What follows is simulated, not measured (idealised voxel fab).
Module name: voxel capacitor over wiring (process module)
Displayed cross-section: cut, width of 300 nm, square cells sized 5 nm.
Square cells in a grid make up a cross-section in this document, and the grid is given as bands, listed from the top down, each one or more rows of cells.
It is stipulated that each band's entry specify, in nanometres, the height of the top of the band and then that of its bottom, followed by the materials of the band in left-to-right sequence, each together with its width in nanometres. A single material marked by the word "everywhere" is understood to fill the band from edge to edge; the word "empty" is understood to denote empty space.
Note: height 0 marks the level under which the wafer is uniformly one material as received. Lowest band unbounded below, written "0..down".
So if you see something like "30->40" for the width, read it as the top row of the band sitting at the first number and the bottom row at the second, with every row in between moving by the same amount as the last.
A step reported as "no modifications" is a step in which no cell of the cross-section changed.
"Enclosed void list": sealed empty spaces, 8 cells or more, no open way to top, listed width x height at distance, with distance from the left edge and width, height and distance in nm.
Where a step's line continues beyond its settings, the continuation is a remark by the simulator itself on that step.
"overlay nm", when on a step's line for a step with a mask, measures how far to the right of its planned place the mask lay; a negative measure means to the left.

### Intended process steps
1 RECEIVE | material Si
2 CONFORMAL_DEP | material SiO2 | thk nm 15
3 DIRECTIONAL_DEP | material TiN | thk nm 5
4 DIRECTIONAL_DEP | material Ru | thk nm 20
5 PATTERN | tone cover | mask id METAL_1 | material resist | width nm 20 | pitch nm 75 | thk nm 20 | overlay nm 0
6 DIRECTIONAL_ETCH | etch materials Ru | depth nm 20
7 DIRECTIONAL_ETCH | etch materials TiN | depth nm 5
8 STRIP | etch materials resist
9 FILL_DEP | material SiO2 | thk nm 5
10 CMP | height nm 40
11 CONFORMAL_DEP | material SiCN | thk nm 5
12 DIRECTIONAL_DEP | material lowk | thk nm 20
13 MASKED_ETCH | tone open | mask id PLUG_1 | width nm 15 | etch materials lowk | depth nm 20 | overlay nm 0
14 MASKED_ETCH | tone open | mask id PLUG_1 | width nm 15 | etch materials SiCN | depth nm 5 | overlay nm 0
15 EPI | material Ru | thk nm 10
16 EPI | material Ru | thk nm 10
17 EPI | material Ru | thk nm 5
18 DIRECTIONAL_DEP | material TiN | thk nm 5
19 DIRECTIONAL_DEP | material SiN | thk nm 5
20 DIRECTIONAL_DEP | material TiN | thk nm 10
21 PATTERN | tone cover | mask id UPPER_PLATE | material resist | width nm 60 | thk nm 20 | overlay nm 0
22 DIRECTIONAL_ETCH | etch materials TiN | depth nm 10
23 DIRECTIONAL_ETCH | etch materials SiN | depth nm 5
24 STRIP | etch materials resist
25 MASKED_ETCH | tone cover | mask id LOWER_PLATE | width nm 70 | etch materials TiN | depth nm 5 | overlay nm 0
26 FILL_DEP | material SiO2 | thk nm 15
27 CMP | height nm 95
28 PATTERN | tone open | mask id PLUG_2 | material resist | width nm 15 | thk nm 15 | overlay nm 0
29 DIRECTIONAL_ETCH | etch materials SiO2 | depth nm 10
30 STRIP | etch materials resist
31 CONFORMAL_DEP | material TiN | thk nm 5
32 FILL_DEP | material W | thk nm 10
33 CMP | height nm 95
34 CONFORMAL_DEP | material SiCN | thk nm 5

### This is the cross-section of the wafer as we received it, i.e. after step 1
0..down = Si everywhere
Enclosed void list: none

### Starting structure and process plan are as shown above, but one mistake was made in running the module; the wafer cross-section at the end of the module follows
100..95 = SiCN everywhere
95..90 = 115 of SiO2 | 5 of TiN | 5 of W | 5 of TiN | 170 of SiO2
90..85 = 115 of SiO2 | 15 of TiN | 170 of SiO2
85..75 = 105 of SiO2 | 25 of TiN | 170 of SiO2
75..70 = 105 of SiO2 | 25 of SiN | 35 of TiN | 135 of SiO2
70..65 = 100 of SiO2 | 65 of TiN | 135 of SiO2
65..60 = 95 of SiO2 | 35 of Ru | 35 of SiN | 135 of SiO2
60..55 = 95 of SiO2 | 35 of Ru | 40 of TiN | 130 of SiO2
55..45 = 105 of lowk | 15 of Ru | 180 of lowk
45..40 = 105 of SiCN | 15 of Ru | 180 of SiCN
40..20 = 100 of SiO2 | 20 of Ru | 55 of SiO2 | 20 of Ru | 105 of SiO2
20..15 = 100 of SiO2 | 20 of TiN | 55 of SiO2 | 20 of TiN | 105 of SiO2
15..0 = SiO2 everywhere
0..down = Si everywhere
Enclosed void list: none
Against the plan, the run slipped here: heads up, step 12 didn't go per plan, it actually ran as DIRECTIONAL_DEP | material lowk | thk nm 10
